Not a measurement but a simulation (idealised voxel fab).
Title: Process Module voxel self aligned vias
The cross-section shown here is cut; it is 285 nm wide and divided into square cells measuring 5 nm on a side.
Cross-section, as written here: a square-cell grid given band by band from the top down, where a band holds one or more rows of cells.
A band entry consists of two parts. The first gives the height of the band's top and the height of its bottom, in nm. The rest lists the band's materials from left to right, each with its width in nm. A single material labelled with the word "full width" fills the band from edge to edge, and the word "air" marks empty space.
Where do heights start? At 0: under that level the wafer as delivered is made of one material only. And the lowest band has no floor; it just carries on downward, as in "0 and below".
When a width is written as two numbers, as in "30->40", the first number is the width in the top row of cells of the band and the second is the width in its bottom row, and the width changes by the same amount from each row to the next.
"everything unchanged" after a step means that no cell of the cross-section changed.
"Trapped cavities": empty spaces of 8 cells or more with no open way to the top, each given as width x height at distance, distance from the left edge, all in nm.
That trailing text on a step's line, after the settings, is the simulator's own remark on the step.
The setting "overlay nm" may be written on the line of a step. When the step uses a mask, the value reports how far to the right of the planned place the mask lay, and a negative value reports that it lay to the left.

-- The planned process steps are enumerated hereunder
step 1: RECEIVE | material Si
step 2: CONFORMAL_DEP | material SiO2 | thk nm 15
step 3: CONFORMAL_DEP | material SiCN | thk nm 5
step 4: DIRECTIONAL_DEP | material SiO2 | thk nm 25
step 5: DIRECTIONAL_DEP | material aC | thk nm 10
step 6: PATTERN | tone open | mask id LINES | material resist | width nm 20 | pitch nm 55 | thk nm 30 | overlay nm 0
step 7: DIRECTIONAL_ETCH | etch materials aC | depth nm 10
step 8: STRIP | etch materials resist
step 9: DIRECTIONAL_ETCH | etch materials SiO2 | depth nm 25
step 10: STRIP | etch materials aC
step 11: CONFORMAL_DEP | material TiN | thk nm 5
step 12: FILL_DEP | material Ru | thk nm 5
step 13: CMP | height nm 45
step 14: SELECTIVE_ETCH | etch materials W Ru TiN | depth nm 10
step 15: FILL_DEP | material SiN | thk nm 10
step 16: CMP | height nm 45
step 17: DIRECTIONAL_DEP | material SiO2 | thk nm 20
step 18: PATTERN | tone open | mask id VIAS | material resist | width nm 30 | pitch nm 55 | thk nm 15 | overlay nm 0
step 19: DIRECTIONAL_ETCH | etch materials SiO2 | depth nm 20
step 20: DIRECTIONAL_ETCH | etch materials SiN | depth nm 10
step 21: STRIP | etch materials resist
step 22: CONFORMAL_DEP | material TiN | thk nm 5
step 23: FILL_DEP | material W | thk nm 10
step 24: CMP | height nm 65
step 25: CONFORMAL_DEP | material SiN | thk nm 5

-- On the first of the two wafers: run conducted according to plan

-- Cross-section of the wafer upon arrival, representing the state reached after step 1
> 0 and below: Si full width
> Trapped cavities: none

-- So this is the wafer cross-section right after step 2
> 15 down to 0: SiO2 full width
> All layers under 0 are left as they were.

-- So this is the wafer cross-section right after step 3
> 20 down to 15: SiCN full width
> All layers under 15 are left as they were.

-- So this is the wafer cross-section right after step 4
> 45 down to 20: SiO2 full width
> All layers under 20 are left as they were.

-- So this is the wafer cross-section right after step 5
> 55 down to 45: aC full width
> All layers under 45 are left as they were.

-- So this is the wafer cross-section right after step 6
> 85 down to 55: resist=75, air=20, resist=35, air=20, resist=35, air=20, resist=80
> All layers under 55 are left as they were.

-- So this is the wafer cross-section right after step 7
> 75 down to 55: resist=75, air=20, resist=35, air=20, resist=35, air=20, resist=80
> 55 down to 45: aC=75, air=20, aC=35, air=20, aC=35, air=20, aC=80
> All layers under 45 are left as they were.

-- So this is the wafer cross-section right after step 8
> 55 down to 45: aC=75, air=20, aC=35, air=20, aC=35, air=20, aC=80
> All layers under 45 are left as they were.

-- So this is the wafer cross-section right after step 9
> 55 down to 45: aC=75, air=20, aC=35, air=20, aC=35, air=20, aC=80
> 45 down to 20: SiO2=75, air=20, SiO2=35, air=20, SiO2=35, air=20, SiO2=80
> All layers under 20 are left as they were.

-- So this is the wafer cross-section right after step 10
> 45 down to 20: SiO2=75, air=20, SiO2=35, air=20, SiO2=35, air=20, SiO2=80
> All layers under 20 are left as they were.

-- So this is the wafer cross-section right after step 11
> 50 down to 45: TiN=80, air=10, TiN=45, air=10, TiN=45, air=10, TiN=85
> 45 down to 25: SiO2=75, TiN=5, air=10, TiN=5, SiO2=35, TiN=5, air=10, TiN=5, SiO2=35, TiN=5, air=10, TiN=5, SiO2=80
> 25 down to 20: SiO2=75, TiN=20, SiO2=35, TiN=20, SiO2=35, TiN=20, SiO2=80
> All layers under 20 are left as they were.

-- So this is the wafer cross-section right after step 12
> 55 down to 50: Ru full width
> 50 down to 45: TiN=80, Ru=10, TiN=45, Ru=10, TiN=45, Ru=10, TiN=85
> 45 down to 25: SiO2=75, TiN=5, Ru=10, TiN=5, SiO2=35, TiN=5, Ru=10, TiN=5, SiO2=35, TiN=5, Ru=10, TiN=5, SiO2=80
> All layers under 25 are left as they were.

-- So this is the wafer cross-section right after step 13
> 45 down to 25: SiO2=75, TiN=5, Ru=10, TiN=5, SiO2=35, TiN=5, Ru=10, TiN=5, SiO2=35, TiN=5, Ru=10, TiN=5, SiO2=80
> All layers under 25 are left as they were.

-- So this is the wafer cross-section right after step 14
> 45 down to 35: SiO2=75, air=20, SiO2=35, air=20, SiO2=35, air=20, SiO2=80
> All layers under 35 are left as they were.

-- So this is the wafer cross-section right after step 15
> 55 down to 45: SiN full width
> 45 down to 35: SiO2=75, SiN=20, SiO2=35, SiN=20, SiO2=35, SiN=20, SiO2=80
> All layers under 35 are left as they were.

-- So this is the wafer cross-section right after step 16
> 45 down to 35: SiO2=75, SiN=20, SiO2=35, SiN=20, SiO2=35, SiN=20, SiO2=80
> All layers under 35 are left as they were.

-- So this is the wafer cross-section right after step 17
> 65 down to 45: SiO2 full width
> All layers under 45 are left as they were.

-- So this is the wafer cross-section right after step 18
> 80 down to 65: resist=70, air=30, resist=25, air=30, resist=25, air=30, resist=75
> All layers under 65 are left as they were.

-- So this is the wafer cross-section right after step 19
> 80 down to 65: resist=70, air=30, resist=25, air=30, resist=25, air=30, resist=75
> 65 down to 45: SiO2=70, air=30, SiO2=25, air=30, SiO2=25, air=30, SiO2=75
> All layers under 45 are left as they were.

-- So this is the wafer cross-section right after step 20
> 80 down to 65: resist=70, air=30, resist=25, air=30, resist=25, air=30, resist=75
> 65 down to 45: SiO2=70, air=30, SiO2=25, air=30, SiO2=25, air=30, SiO2=75
> 45 down to 35: SiO2=75, air=20, SiO2=35, air=20, SiO2=35, air=20, SiO2=80
> All layers under 35 are left as they were.

-- So this is the wafer cross-section right after step 21
> 65 down to 45: SiO2=70, air=30, SiO2=25, air=30, SiO2=25, air=30, SiO2=75
> All layers under 45 are left as they were.

-- So this is the wafer cross-section right after step 22
> 70 down to 65: TiN=75, air=20, TiN=35, air=20, TiN=35, air=20, TiN=80
> 65 down to 50: SiO2=70, TiN=5, air=20, TiN=5, SiO2=25, TiN=5, air=20, TiN=5, SiO2=25, TiN=5, air=20, TiN=5, SiO2=75
> 50 down to 40: SiO2=70->75, TiN=10->5, air=10, TiN=10->5, SiO2=25->35, TiN=10->5, air=10, TiN=10->5, SiO2=25->35, TiN=10->5, air=10, TiN=10->5, SiO2=75->80
> 40 down to 35: SiO2=75, TiN=20, SiO2=35, TiN=20, SiO2=35, TiN=20, SiO2=80
> All layers under 35 are left as they were.

-- So this is the wafer cross-section right after step 23
> 80 down to 70: W full width
> 70 down to 65: TiN=75, W=20, TiN=35, W=20, TiN=35, W=20, TiN=80
> 65 down to 50: SiO2=70, TiN=5, W=20, TiN=5, SiO2=25, TiN=5, W=20, TiN=5, SiO2=25, TiN=5, W=20, TiN=5, SiO2=75
> 50 down to 40: SiO2=70->75, TiN=10->5, W=10, TiN=10->5, SiO2=25->35, TiN=10->5, W=10, TiN=10->5, SiO2=25->35, TiN=10->5, W=10, TiN=10->5, SiO2=75->80
> All layers under 40 are left as they were.

-- So this is the wafer cross-section right after step 24
> 65 down to 50: SiO2=70, TiN=5, W=20, TiN=5, SiO2=25, TiN=5, W=20, TiN=5, SiO2=25, TiN=5, W=20, TiN=5, SiO2=75
> All layers under 50 are left as they were.

-- So this is the wafer cross-section right after step 25
> 70 down to 65: SiN full width
> All layers under 65 are left as they were.

-- Here the second wafer is described. Its start and its plan were those of the first wafer. Its run contained one mistake. Up to and including step 24, it did exactly what the first wafer did

-- Second wafer cross-section, taken as of the time the plan sets for step 25 to be done
> 70 down to 65: SiCN full width
> All layers under 65 are left as they were.
Where did the run depart from the plan? step 25 did not use the planned setting and instead ran as CONFORMAL_DEP | material SiCN | thk nm 5
The second wafer ends with more or fewer cells of some materials than the first, per final count: 57 more of SiCN; 57 fewer of SiN
